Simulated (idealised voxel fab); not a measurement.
Title: Process Module voxel air gaps
This is section cut - it's 295 nm across, gridded in 5 nm square cells.
Format of a cross-section: grid, square cells. Given as bands. Order: top down. Band: one or more rows of cells. The entry gives the band's vertical extent as a top height and a bottom height in nm, then its horizontal make-up as materials from left to right, each with a width in nm. "empty" stands for empty space; a single material marked "everywhere" fills the band edge to edge. Convention: height 0 is the level below which the wafer, as received, is all one material. The lowest band does not terminate at the bottom but continues downward, represented as "z 0 and below". Width spec "30->40" -> top row of cells at first value, bottom row at second value, equal per-row change in between. Take "remained the same" at face value: in the step it is given for, the cross-section changed in none of its cells. "Sealed cavities": empty spaces of 8 cells or more with no open way to the top, each given as width x height at distance, distance from the left edge, all in nm. If you see something after the settings on a step's line, that's the simulator's own remark about that step. The optional step-line setting "overlay nm" applies to steps with a mask and quantifies how far to the right of its planned location the mask lay, a negative value indicating leftward placement.

Set out below are the planned steps of the process
| 1 | RECEIVE with material Si |
| 2 | CONFORMAL_DEP with material SiO2, thk nm 15 |
| 3 | CONFORMAL_DEP with material SiCN, thk nm 5 |
| 4 | DIRECTIONAL_DEP with material SiO2, thk nm 40 |
| 5 | PATTERN with tone open, mask id LINES, material resist, width nm 20, pitch nm 45, thk nm 15, overlay nm 0 |
| 6 | DIRECTIONAL_ETCH with etch materials SiO2, depth nm 40 |
| 7 | STRIP with etch materials resist |
| 8 | CONFORMAL_DEP with material TiN, thk nm 5 |
| 9 | FILL_DEP with material Ru, thk nm 10 |
| 10 | CMP with height nm 60 |
| 11 | EPI with material Ru, thk nm 10 |
| 12 | SELECTIVE_ETCH with etch materials SiO2, depth nm 50 |
| 13 | CONFORMAL_DEP with material SiCN, thk nm 5 |

Wafer as received: cross-section following step 1
    z 0 and below | Si everywhere
    Sealed cavities: none

End-of-module cross-section. Starting structure and process plan as above; one mistake made in running it
    z 75 to 70 | 55 of empty  185 of SiCN  55 of empty
    z 70 to 60 | 55 of empty  5 of SiCN  40 of Ru  5 of SiCN  40 of Ru  5 of SiCN  40 of Ru  5 of SiCN  40 of Ru  5 of SiCN  55 of empty
    z 60 to 25 | 55 of empty  5 of SiCN  10 of Ru  5 of TiN  10 of Ru  5 of TiN  10 of Ru  5 of SiCN  10 of Ru  5 of TiN  10 of Ru  5 of TiN  10 of Ru  5 of SiCN  10 of Ru  5 of TiN  10 of Ru  5 of TiN  10 of Ru  5 of SiCN  10 of Ru  5 of TiN  10 of Ru  5 of TiN  10 of Ru  5 of SiCN  55 of empty
    z 25 to 20 | 60 of SiCN  10 of Ru  20 of TiN  10 of Ru  5 of SiCN  10 of Ru  20 of TiN  10 of Ru  5 of SiCN  10 of Ru  20 of TiN  10 of Ru  5 of SiCN  10 of Ru  20 of TiN  10 of Ru  60 of SiCN
    z 20 to 15 | SiCN everywhere
    z 15 to 0 | SiO2 everywhere
    z 0 and below | Si everywhere
    Sealed cavities: none
The mistake made against the process plan was this: the intended sequence of steps 11 and 12 was reversed during processing, with each occupying the position of the other
